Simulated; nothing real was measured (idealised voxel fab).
The following process module bears the name voxel self aligned vias.
FYI the section here is cut, 235 nm wide, cells are 5 nm squares.
A cross-section in this document is a grid of square cells, and it is written down as bands, the top band listed before the ones below it; a band is made up of one or more rows of cells.
Per band: top height and bottom height in nm, followed by the left-to-right materials and their widths in nm; "everywhere" marks a single material spanning edge to edge, "air" marks empty space.
Basically, 0 is our baseline, since under it the wafer straight out of the box is all one material. The bottom band has no lower end and keeps on going down, so it looks like "0 and below".
Read "30->40" as a graded width: first number on top, second number at the bottom, same change between each pair of neighbouring rows.
Where a step carries "no alterations made", the cross-section came out of it unchanged, cell for cell.
The entry titled "Closed void register" provides the empty spaces that have no open way to the top, restricted to those of 8 cells or more. Each is presented as width x height at distance, the distance being measured from the left edge, with all three in nm.
Formally, on a step line, whatever follows the settings is a remark that the simulator itself makes on the step.
overlay nm: mask offset rightward from planned place, masked step; negative means leftward offset.

-- So here's the lineup of process steps we planned
1. RECEIVE [material Si]
2. CONFORMAL_DEP [material SiO2] [thk nm 10]
3. CONFORMAL_DEP [material SiCN] [thk nm 5]
4. DIRECTIONAL_DEP [material SiO2] [thk nm 20]
5. PATTERN [tone open] [mask id LINES] [material resist] [width nm 20] [pitch nm 60] [thk nm 20] [overlay nm 0]
6. DIRECTIONAL_ETCH [etch materials SiO2] [depth nm 20]
7. STRIP [etch materials resist]
8. CONFORMAL_DEP [material TiN] [thk nm 5]
9. FILL_DEP [material Ru] [thk nm 5]
10. CMP [height nm 35]
11. SELECTIVE_ETCH [etch materials W Ru TiN] [depth nm 10]
12. FILL_DEP [material SiN] [thk nm 5]
13. CMP [height nm 35]
14. DIRECTIONAL_DEP [material SiO2] [thk nm 20]
15. DIRECTIONAL_DEP [material aC] [thk nm 15]
16. PATTERN [tone open] [mask id VIAS] [material resist] [width nm 30] [thk nm 35] [overlay nm 0]
17. DIRECTIONAL_ETCH [etch materials aC] [depth nm 15]
18. STRIP [etch materials resist]
19. DIRECTIONAL_ETCH [etch materials SiO2] [depth nm 20]
20. DIRECTIONAL_ETCH [etch materials SiN] [depth nm 10]
21. STRIP [etch materials aC]
22. CONFORMAL_DEP [material TiN] [thk nm 5]
23. FILL_DEP [material Ru] [thk nm 5]
24. CMP [height nm 55]
25. CONFORMAL_DEP [material SiN] [thk nm 5]

-- as received, after step 1
	0 and below  Si everywhere
	Closed void register: none

-- What the wafer looks like in cross-section after this module, when it starts as shown above and follows the plan above but one mistake is made in running it
	60 down to 55  SiN everywhere
	55 down to 40  70 SiO2; 5 TiN; 20 Ru; 5 TiN; 135 SiO2
	40 down to 35  70 SiO2; 15 TiN; 5 Ru; 10 TiN; 135 SiO2
	35 down to 30  80 SiO2; 5 TiN; 5 Ru; 5 TiN; 45 SiO2; 15 SiN; 80 SiO2
	30 down to 25  80 SiO2; 15 TiN; 45 SiO2; 15 SiN; 80 SiO2
	25 down to 20  80 SiO2; 5 TiN; 5 Ru; 5 TiN; 45 SiO2; 5 TiN; 5 Ru; 5 TiN; 80 SiO2
	20 down to 15  80 SiO2; 15 TiN; 45 SiO2; 15 TiN; 80 SiO2
	15 down to 10  SiCN everywhere
	10 down to 0  SiO2 everywhere
	0 and below  Si everywhere
	Closed void register: none
Nonconformance to the process plan: note that step 5 departed from the planned setting and was carried out as PATTERN [tone open] [mask id LINES] [material resist] [width nm 15] [pitch nm 60] [thk nm 20] [overlay nm 0]
